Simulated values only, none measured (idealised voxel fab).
process module | voxel gate over fins
cross-section cut | 255 nm wide | cells 5 nm
A cross-section is a grid of square cells, given in bands from the top down. A band is one or more rows of cells.
Each band's line starts with the height of the band's top and of its bottom, in nm. Then come its materials from left to right, each with its width in nm. One material with "throughout" fills the band from edge to edge. "air" is empty space.
Height 0 is the level under which the wafer as received is all one material. The lowest band goes on downwards, as in "0 down".
A width such as "30 to 40" changes by the same amount from each row of cells to the next, from the band's top row to its bottom row.
"no change" after a step means that no cell of the cross-section changed.
closed voids: empty space of 8 cells or more with no open way to the top, each as width x height at its distance from the left edge, in nm
after a step's settings: what the simulator itself notes on the step
overlay nm, on a step with a mask: how far to the right of its planned place the mask lay; to the left if negative
plan
1 op RECEIVE | material Si
2 op CONFORMAL_DEP | material SiN | thk nm 10
3 op MASKED_ETCH | tone cover | mask id FINS | width nm 15 | pitch nm 55 | etch materials SiN | depth nm 10 | overlay nm 0
4 op MASKED_ETCH | tone cover | mask id FINS | width nm 15 | pitch nm 55 | etch materials Si | depth nm 40 | overlay nm 0
5 op OXIDIZE | depth nm 5
6 op FILL_DEP | material SiO2 | thk nm 10
7 op CMP | height nm 10
8 op DIRECTIONAL_DEP | material aC | thk nm 10
9 op PATTERN | tone open | mask id RAIL | material resist | width nm 15 | thk nm 30 | overlay nm 0
10 op DIRECTIONAL_ETCH | etch materials aC | depth nm 10
11 op STRIP | etch materials resist
12 op DIRECTIONAL_ETCH | etch materials SiO2 | depth nm 45
13 op STRIP | etch materials aC
14 op CONFORMAL_DEP | material TiN | thk nm 5
15 op FILL_DEP | material W | thk nm 10
16 op CMP | height nm 10
17 op SELECTIVE_ETCH | etch materials W Ru TiN | depth nm 35
18 op FILL_DEP | material SiO2 | thk nm 5
19 op CMP | height nm 10
20 op SELECTIVE_ETCH | etch materials SiO2 | depth nm 25
21 op STRIP | etch materials SiN
22 op CONFORMAL_DEP | material HfO2 | thk nm 5
23 op CONFORMAL_DEP | material TiN | thk nm 5
24 op FILL_DEP | material W | thk nm 15
25 op CMP | height nm 20
26 op CONFORMAL_DEP | material SiCN | thk nm 10
first wafer, as planned
as received, after step 1
  0 down: Si throughout
  closed voids: none
after step 2
  10 to 0: SiN throughout
  below 0: unchanged
after step 3
  10 to 0: air 35 | SiN 15 | air 40 | SiN 15 | air 40 | SiN 15 | air 40 | SiN 15 | air 40
  below 0: unchanged
after step 4
  10 to 0: air 35 | SiN 15 | air 40 | SiN 15 | air 40 | SiN 15 | air 40 | SiN 15 | air 40
  0 to -40: air 35 | Si 15 | air 40 | Si 15 | air 40 | Si 15 | air 40 | Si 15 | air 40
  below -40: unchanged
after step 5
  10 to 0: air 35 | SiN 15 | air 40 | SiN 15 | air 40 | SiN 15 | air 40 | SiN 15 | air 40
  0 to -40: air 35 | SiO2 5 | Si 5 | SiO2 5 | air 40 | SiO2 5 | Si 5 | SiO2 5 | air 40 | SiO2 5 | Si 5 | SiO2 5 | air 40 | SiO2 5 | Si 5 | SiO2 5 | air 40
  -40 to -45: SiO2 40 | Si 5 | SiO2 50 | Si 5 | SiO2 50 | Si 5 | SiO2 50 | Si 5 | SiO2 45
  below -45: unchanged
after step 6
  20 to 10: SiO2 throughout
  10 to 0: SiO2 35 | SiN 15 | SiO2 40 | SiN 15 | SiO2 40 | SiN 15 | SiO2 40 | SiN 15 | SiO2 40
  0 to -45: SiO2 40 | Si 5 | SiO2 50 | Si 5 | SiO2 50 | Si 5 | SiO2 50 | Si 5 | SiO2 45
  below -45: unchanged
after step 7
  10 to 0: SiO2 35 | SiN 15 | SiO2 40 | SiN 15 | SiO2 40 | SiN 15 | SiO2 40 | SiN 15 | SiO2 40
  below 0: unchanged
after step 8
  20 to 10: aC throughout
  below 10: unchanged
after step 9
  50 to 20: resist 60 | air 15 | resist 180
  below 20: unchanged
after step 10
  40 to 20: resist 60 | air 15 | resist 180
  20 to 10: aC 60 | air 15 | aC 180
  below 10: unchanged
after step 11
  20 to 10: aC 60 | air 15 | aC 180
  below 10: unchanged
after step 12
  20 to 10: aC 60 | air 15 | aC 180
  10 to 0: SiO2 35 | SiN 15 | SiO2 10 | air 15 | SiO2 15 | SiN 15 | SiO2 40 | SiN 15 | SiO2 40 | SiN 15 | SiO2 40
  0 to -35: SiO2 40 | Si 5 | SiO2 15 | air 15 | SiO2 20 | Si 5 | SiO2 50 | Si 5 | SiO2 50 | Si 5 | SiO2 45
  below -35: unchanged
after step 13
  10 to 0: SiO2 35 | SiN 15 | SiO2 10 | air 15 | SiO2 15 | SiN 15 | SiO2 40 | SiN 15 | SiO2 40 | SiN 15 | SiO2 40
  below 0: unchanged
after step 14
  15 to 10: TiN 65 | air 5 | TiN 185
  10 to 0: SiO2 35 | SiN 15 | SiO2 10 | TiN 5 | air 5 | TiN 5 | SiO2 15 | SiN 15 | SiO2 40 | SiN 15 | SiO2 40 | SiN 15 | SiO2 40
  0 to -30: SiO2 40 | Si 5 | SiO2 15 | TiN 5 | air 5 | TiN 5 | SiO2 20 | Si 5 | SiO2 50 | Si 5 | SiO2 50 | Si 5 | SiO2 45
  -30 to -35: SiO2 40 | Si 5 | SiO2 15 | TiN 15 | SiO2 20 | Si 5 | SiO2 50 | Si 5 | SiO2 50 | Si 5 | SiO2 45
  below -35: unchanged
after step 15
  25 to 15: W throughout
  15 to 10: TiN 65 | W 5 | TiN 185
  10 to 0: SiO2 35 | SiN 15 | SiO2 10 | TiN 5 | W 5 | TiN 5 | SiO2 15 | SiN 15 | SiO2 40 | SiN 15 | SiO2 40 | SiN 15 | SiO2 40
  0 to -30: SiO2 40 | Si 5 | SiO2 15 | TiN 5 | W 5 | TiN 5 | SiO2 20 | Si 5 | SiO2 50 | Si 5 | SiO2 50 | Si 5 | SiO2 45
  below -30: unchanged
after step 16
  10 to 0: SiO2 35 | SiN 15 | SiO2 10 | TiN 5 | W 5 | TiN 5 | SiO2 15 | SiN 15 | SiO2 40 | SiN 15 | SiO2 40 | SiN 15 | SiO2 40
  below 0: unchanged
after step 17
  10 to 0: SiO2 35 | SiN 15 | SiO2 10 | air 15 | SiO2 15 | SiN 15 | SiO2 40 | SiN 15 | SiO2 40 | SiN 15 | SiO2 40
  0 to -25: SiO2 40 | Si 5 | SiO2 15 | air 15 | SiO2 20 | Si 5 | SiO2 50 | Si 5 | SiO2 50 | Si 5 | SiO2 45
  below -25: unchanged
after step 18
  15 to 10: SiO2 throughout
  10 to 0: SiO2 35 | SiN 15 | SiO2 40 | SiN 15 | SiO2 40 | SiN 15 | SiO2 40 | SiN 15 | SiO2 40
  0 to -25: SiO2 40 | Si 5 | SiO2 50 | Si 5 | SiO2 50 | Si 5 | SiO2 50 | Si 5 | SiO2 45
  below -25: unchanged
after step 19
  10 to 0: SiO2 35 | SiN 15 | SiO2 40 | SiN 15 | SiO2 40 | SiN 15 | SiO2 40 | SiN 15 | SiO2 40
  below 0: unchanged
after step 20
  10 to 0: air 35 | SiN 15 | air 40 | SiN 15 | air 40 | SiN 15 | air 40 | SiN 15 | air 40
  0 to -15: air 40 | Si 5 | air 50 | Si 5 | air 50 | Si 5 | air 50 | Si 5 | air 45
  below -15: unchanged
after step 21
  0 to -15: air 40 | Si 5 | air 50 | Si 5 | air 50 | Si 5 | air 50 | Si 5 | air 45
  below -15: unchanged
after step 22
  5 to 0: air 35 | HfO2 15 | air 40 | HfO2 15 | air 40 | HfO2 15 | air 40 | HfO2 15 | air 40
  0 to -10: air 35 | HfO2 5 | Si 5 | HfO2 5 | air 40 | HfO2 5 | Si 5 | HfO2 5 | air 40 | HfO2 5 | Si 5 | HfO2 5 | air 40 | HfO2 5 | Si 5 | HfO2 5 | air 40
  -10 to -15: HfO2 40 | Si 5 | HfO2 50 | Si 5 | HfO2 50 | Si 5 | HfO2 50 | Si 5 | HfO2 45
  below -15: unchanged
after step 23
  10 to 5: air 30 | TiN 25 | air 30 | TiN 25 | air 30 | TiN 25 | air 30 | TiN 25 | air 35
  5 to 0: air 30 | TiN 5 | HfO2 15 | TiN 5 | air 30 | TiN 5 | HfO2 15 | TiN 5 | air 30 | TiN 5 | HfO2 15 | TiN 5 | air 30 | TiN 5 | HfO2 15 | TiN 5 | air 35
  0 to -5: air 30 | TiN 5 | HfO2 5 | Si 5 | HfO2 5 | TiN 5 | air 30 | TiN 5 | HfO2 5 | Si 5 | HfO2 5 | TiN 5 | air 30 | TiN 5 | HfO2 5 | Si 5 | HfO2 5 | TiN 5 | air 30 | TiN 5 | HfO2 5 | Si 5 | HfO2 5 | TiN 5 | air 35
  -5 to -10: TiN 35 | HfO2 5 | Si 5 | HfO2 5 | TiN 40 | HfO2 5 | Si 5 | HfO2 5 | TiN 40 | HfO2 5 | Si 5 | HfO2 5 | TiN 40 | HfO2 5 | Si 5 | HfO2 5 | TiN 40
  below -10: unchanged
after step 24
  25 to 10: W throughout
  10 to 5: W 30 | TiN 25 | W 30 | TiN 25 | W 30 | TiN 25 | W 30 | TiN 25 | W 35
  5 to 0: W 30 | TiN 5 | HfO2 15 | TiN 5 | W 30 | TiN 5 | HfO2 15 | TiN 5 | W 30 | TiN 5 | HfO2 15 | TiN 5 | W 30 | TiN 5 | HfO2 15 | TiN 5 | W 35
  0 to -5: W 30 | TiN 5 | HfO2 5 | Si 5 | HfO2 5 | TiN 5 | W 30 | TiN 5 | HfO2 5 | Si 5 | HfO2 5 | TiN 5 | W 30 | TiN 5 | HfO2 5 | Si 5 | HfO2 5 | TiN 5 | W 30 | TiN 5 | HfO2 5 | Si 5 | HfO2 5 | TiN 5 | W 35
  below -5: unchanged
after step 25
  20 to 10: W throughout
  below 10: unchanged
after step 26
  30 to 20: SiCN throughout
  below 20: unchanged
second wafer: like start, like plan, one mistake. Through step 19 it matches the first wafer
when step 20 should have ended
  10 to 0: SiO2 35 | air 15 | SiO2 40 | air 15 | SiO2 40 | air 15 | SiO2 40 | air 15 | SiO2 40
  below 0: unchanged
when step 21 should have ended
  0 to -15: air 40 | Si 5 | air 50 | Si 5 | air 50 | Si 5 | air 50 | Si 5 | air 45
  -15 to -25: SiO2 10 | air 30 | Si 5 | air 50 | Si 5 | air 50 | Si 5 | air 50 | Si 5 | air 30 | SiO2 15
  below -25: unchanged
when step 22 should have ended
  5 to 0: air 35 | HfO2 15 | air 40 | HfO2 15 | air 40 | HfO2 15 | air 40 | HfO2 15 | air 40
  0 to -10: air 35 | HfO2 5 | Si 5 | HfO2 5 | air 40 | HfO2 5 | Si 5 | HfO2 5 | air 40 | HfO2 5 | Si 5 | HfO2 5 | air 40 | HfO2 5 | Si 5 | HfO2 5 | air 40
  -10 to -15: HfO2 15 | air 20 | HfO2 5 | Si 5 | HfO2 5 | air 40 | HfO2 5 | Si 5 | HfO2 5 | air 40 | HfO2 5 | Si 5 | HfO2 5 | air 40 | HfO2 5 | Si 5 | HfO2 5 | air 20 | HfO2 20
  -15 to -20: SiO2 10 | HfO2 5 | air 20 | HfO2 5 | Si 5 | HfO2 5 | air 40 | HfO2 5 | Si 5 | HfO2 5 | air 40 | HfO2 5 | Si 5 | HfO2 5 | air 40 | HfO2 5 | Si 5 | HfO2 5 | air 20 | HfO2 5 | SiO2 15
  -20 to -25: SiO2 10 | HfO2 30 | Si 5 | HfO2 50 | Si 5 | HfO2 50 | Si 5 | HfO2 50 | Si 5 | HfO2 30 | SiO2 15
  below -25: unchanged
when step 23 should have ended
  10 to 5: air 30 | TiN 25 | air 30 | TiN 25 | air 30 | TiN 25 | air 30 | TiN 25 | air 35
  5 to 0: air 30 | TiN 5 | HfO2 15 | TiN 5 | air 30 | TiN 5 | HfO2 15 | TiN 5 | air 30 | TiN 5 | HfO2 15 | TiN 5 | air 30 | TiN 5 | HfO2 15 | TiN 5 | air 35
  0 to -5: air 30 | TiN 5 | HfO2 5 | Si 5 | HfO2 5 | TiN 5 | air 30 | TiN 5 | HfO2 5 | Si 5 | HfO2 5 | TiN 5 | air 30 | TiN 5 | HfO2 5 | Si 5 | HfO2 5 | TiN 5 | air 30 | TiN 5 | HfO2 5 | Si 5 | HfO2 5 | TiN 5 | air 35
  -5 to -10: TiN 20 | air 10 | TiN 5 | HfO2 5 | Si 5 | HfO2 5 | TiN 5 | air 30 | TiN 5 | HfO2 5 | Si 5 | HfO2 5 | TiN 5 | air 30 | TiN 5 | HfO2 5 | Si 5 | HfO2 5 | TiN 5 | air 30 | TiN 5 | HfO2 5 | Si 5 | HfO2 5 | TiN 5 | air 10 | TiN 25
  -10 to -15: HfO2 15 | TiN 5 | air 10 | TiN 5 | HfO2 5 | Si 5 | HfO2 5 | TiN 5 | air 30 | TiN 5 | HfO2 5 | Si 5 | HfO2 5 | TiN 5 | air 30 | TiN 5 | HfO2 5 | Si 5 | HfO2 5 | TiN 5 | air 30 | TiN 5 | HfO2 5 | Si 5 | HfO2 5 | TiN 5 | air 10 | TiN 5 | HfO2 20
  -15 to -20: SiO2 10 | HfO2 5 | TiN 20 | HfO2 5 | Si 5 | HfO2 5 | TiN 40 | HfO2 5 | Si 5 | HfO2 5 | TiN 40 | HfO2 5 | Si 5 | HfO2 5 | TiN 40 | HfO2 5 | Si 5 | HfO2 5 | TiN 20 | HfO2 5 | SiO2 15
  below -20: unchanged
when step 24 should have ended
  25 to 10: W throughout
  10 to 5: W 30 | TiN 25 | W 30 | TiN 25 | W 30 | TiN 25 | W 30 | TiN 25 | W 35
  5 to 0: W 30 | TiN 5 | HfO2 15 | TiN 5 | W 30 | TiN 5 | HfO2 15 | TiN 5 | W 30 | TiN 5 | HfO2 15 | TiN 5 | W 30 | TiN 5 | HfO2 15 | TiN 5 | W 35
  0 to -5: W 30 | TiN 5 | HfO2 5 | Si 5 | HfO2 5 | TiN 5 | W 30 | TiN 5 | HfO2 5 | Si 5 | HfO2 5 | TiN 5 | W 30 | TiN 5 | HfO2 5 | Si 5 | HfO2 5 | TiN 5 | W 30 | TiN 5 | HfO2 5 | Si 5 | HfO2 5 | TiN 5 | W 35
  -5 to -10: TiN 20 | W 10 | TiN 5 | HfO2 5 | Si 5 | HfO2 5 | TiN 5 | W 30 | TiN 5 | HfO2 5 | Si 5 | HfO2 5 | TiN 5 | W 30 | TiN 5 | HfO2 5 | Si 5 | HfO2 5 | TiN 5 | W 30 | TiN 5 | HfO2 5 | Si 5 | HfO2 5 | TiN 5 | W 10 | TiN 25
  -10 to -15: HfO2 15 | TiN 5 | W 10 | TiN 5 | HfO2 5 | Si 5 | HfO2 5 | TiN 5 | W 30 | TiN 5 | HfO2 5 | Si 5 | HfO2 5 | TiN 5 | W 30 | TiN 5 | HfO2 5 | Si 5 | HfO2 5 | TiN 5 | W 30 | TiN 5 | HfO2 5 | Si 5 | HfO2 5 | TiN 5 | W 10 | TiN 5 | HfO2 20
  below -15: unchanged
when step 25 should have ended
  20 to 10: W throughout
  below 10: unchanged
when step 26 should have ended
  30 to 20: SiCN throughout
  below 20: unchanged
what went wrong: steps 20 and 21 were swapped
at the end the second wafer has, in cells: 20 more of HfO2 | 84 fewer of SiO2 | 20 more of TiN | 44 more of W
